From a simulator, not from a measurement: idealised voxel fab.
Presented below is a process module, voxel plated lines.
cross-section cut | 270 nm wide | cells 5 nm
A cross-section in this document is a grid of square cells, and it is written down as bands, the top band listed before the ones below it; a band is made up of one or more rows of cells.
Basically the band line says how high the top is and how high the bottom is, in nm, and then what's in it from left to right, every material with its width in nm. Empty space shows up as "blank", and if a single material carries "everywhere" it runs the full band edge to edge.
We count height from 0. Below that, the starting wafer is all one material. The lowest band never ends at the bottom but goes on down; see "z 0 and below" for how that is written.
The expression "30->40" gives the width at the extremes of the band, the first number at its top row of cells and the second at its bottom row, with the width changing by equal amounts from each row to the next in between.
Key: "no modifications" - step with no changed cell in the cross-section.
The entry "Closed internal voids" lists the empty spaces that cover at least 8 cells and have no open path to the top. Each is written as width x height at distance, where the distance is measured from the left edge and all three values are in nm.
Heads up: the bit after the settings on a step's line is the simulator's remark on that step.
The optional step-line setting "overlay nm" applies to steps with a mask and quantifies how far to the right of its planned location the mask lay, a negative value indicating leftward placement.

plan:
1: op RECEIVE | material Si
2: op CONFORMAL_DEP | material SiN | thk nm 5
3: op DIRECTIONAL_DEP | material TiN | thk nm 5
4: op PATTERN | tone open | mask id LINES | material resist | width nm 20 | pitch nm 40 | thk nm 20 | overlay nm 0
5: op EPI | material Ru | thk nm 5
6: op STRIP | etch materials resist
7: op DIRECTIONAL_ETCH | etch materials TiN | depth nm 5
8: op CONFORMAL_DEP | material SiCN | thk nm 5

Incoming wafer, cross-sectional view, post step 1:
z 0 and below  Si everywhere
Closed internal voids: none

The plan above was carried out on the starting structure above with one mistake, and this cross-section shows the wafer at the end of the module:
z 20 to 15  SiCN (110) / blank (10) / SiCN (30) / blank (10) / SiCN (110)
z 15 to 10  Ru (105) / SiCN (5) / blank (10) / SiCN (5) / Ru (20) / SiCN (5) / blank (10) / SiCN (5) / Ru (105)
z 10 to 5  TiN (105) / SiCN (20) / TiN (20) / SiCN (20) / TiN (105)
z 5 to 0  SiN everywhere
z 0 and below  Si everywhere
Closed internal voids: none
What broke from the plan during processing? in deviation from the planned setting, step 4 was conducted as op PATTERN | tone cover | mask id LINES | material resist | width nm 20 | pitch nm 40 | thk nm 20 | overlay nm 0
